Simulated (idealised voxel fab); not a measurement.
process module | voxel lift off
cross-section cut | 220 nm wide | cells 5 nm
A cross-section is a grid of square cells, given in bands from the top down. A band is one or more rows of cells.
Each band's line starts with the height of the band's top and of its bottom, in nm. Then come its materials from left to right, each with its width in nm. One material with "throughout" fills the band from edge to edge. "air" is empty space.
Height 0 is the level under which the wafer as received is all one material. The lowest band goes on downwards, as in "0 down".
A width such as "30 to 40" changes by the same amount from each row of cells to the next, from the band's top row to its bottom row.
"no change" after a step means that no cell of the cross-section changed.
closed voids: empty space of 8 cells or more with no open way to the top, each as width x height at its distance from the left edge, in nm
after a step's settings: what the simulator itself notes on the step
overlay nm, on a step with a mask: how far to the right of its planned place the mask lay; to the left if negative
plan
1 op RECEIVE | material Si
2 op CONFORMAL_DEP | material SiN | thk nm 5
3 op PATTERN | tone open | mask id LINES | material resist | width nm 25 | pitch nm 50 | thk nm 20 | overlay nm 0
4 op DIRECTIONAL_DEP | material Ru | thk nm 10
5 op STRIP | etch materials resist
6 op CONFORMAL_DEP | material SiCN | thk nm 10
as received, after step 1
  0 down: Si throughout
  closed voids: none
first wafer at the end, as planned
  25 to 15: air 10 | SiCN 45 | air 5 | SiCN 45 | air 5 | SiCN 45 | air 5 | SiCN 45 | air 15
  15 to 5: SiCN 20 | Ru 25 | SiCN 25 | Ru 25 | SiCN 25 | Ru 25 | SiCN 25 | Ru 25 | SiCN 25
  5 to 0: SiN throughout
  0 down: Si throughout
  closed voids: none
second wafer at the end: like start, like plan, one mistake
  25 to 15: air 15 | SiCN 45 | air 5 | SiCN 45 | air 5 | SiCN 45 | air 5 | SiCN 45 | air 10
  15 to 5: SiCN 25 | Ru 25 | SiCN 25 | Ru 25 | SiCN 25 | Ru 25 | SiCN 25 | Ru 25 | SiCN 20
  5 to 0: SiN throughout
  0 down: Si throughout
  closed voids: none
what went wrong: step 3 ran as: op PATTERN | tone open | mask id LINES | material resist | width nm 25 | pitch nm 50 | thk nm 20 | overlay nm 5
at the end the second wafer has, in cells: as many of each material as the first, in other places
